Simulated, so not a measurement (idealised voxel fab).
process module | voxel trench capacitor
cross-section cut | 205 nm wide | cells 5 nm
A cross-section is a grid of square cells, given in bands from the top down. A band is one or more rows of cells.
Each band's line starts with the height of the band's top and of its bottom, in nm. Then come its materials from left to right, each with its width in nm. One material with "throughout" fills the band from edge to edge. "air" is empty space.
Height 0 is the level under which the wafer as received is all one material. The lowest band goes on downwards, as in "0 down".
A width such as "30 to 40" changes by the same amount from each row of cells to the next, from the band's top row to its bottom row.
"no change" after a step means that no cell of the cross-section changed.
closed voids: empty space of 8 cells or more with no open way to the top, each as width x height at its distance from the left edge, in nm
after a step's settings: what the simulator itself notes on the step
overlay nm, on a step with a mask: how far to the right of its planned place the mask lay; to the left if negative
plan
1 op RECEIVE | material Si
2 op CONFORMAL_DEP | material SiN | thk nm 10
3 op DIRECTIONAL_DEP | material aC | thk nm 15
4 op PATTERN | tone open | mask id TRENCH | material resist | width nm 25 | pitch nm 45 | thk nm 35 | overlay nm 0
5 op DIRECTIONAL_ETCH | etch materials aC | depth nm 15
6 op STRIP | etch materials resist
7 op DIRECTIONAL_ETCH | etch materials SiN | depth nm 10
8 op DIRECTIONAL_ETCH | etch materials Si | depth nm 40
9 op STRIP | etch materials aC
10 op CONFORMAL_DEP | material HfO2 | thk nm 5
11 op CONFORMAL_DEP | material TiN | thk nm 5
12 op FILL_DEP | material W | thk nm 5
13 op CMP | height nm 10
as received, after step 1
  0 down: Si throughout
  closed voids: none
a wafer at the end: this start, this plan, one mistake
  25 to 20: W throughout
  20 to 15: TiN 75 | W 5 | TiN 40 | W 5 | TiN 80
  15 to 10: HfO2 70 | TiN 5 | W 5 | TiN 5 | HfO2 30 | TiN 5 | W 5 | TiN 5 | HfO2 75
  10 to 0: SiN 65 | HfO2 5 | TiN 5 | W 5 | TiN 5 | HfO2 5 | SiN 20 | HfO2 5 | TiN 5 | W 5 | TiN 5 | HfO2 5 | SiN 70
  0 to -30: Si 65 | HfO2 5 | TiN 5 | W 5 | TiN 5 | HfO2 5 | Si 20 | HfO2 5 | TiN 5 | W 5 | TiN 5 | HfO2 5 | Si 70
  -30 to -35: Si 65 | HfO2 5 | TiN 15 | HfO2 5 | Si 20 | HfO2 5 | TiN 15 | HfO2 5 | Si 70
  -35 to -40: Si 65 | HfO2 25 | Si 20 | HfO2 25 | Si 70
  -40 down: Si throughout
  closed voids: none
what went wrong: step 13 was left out
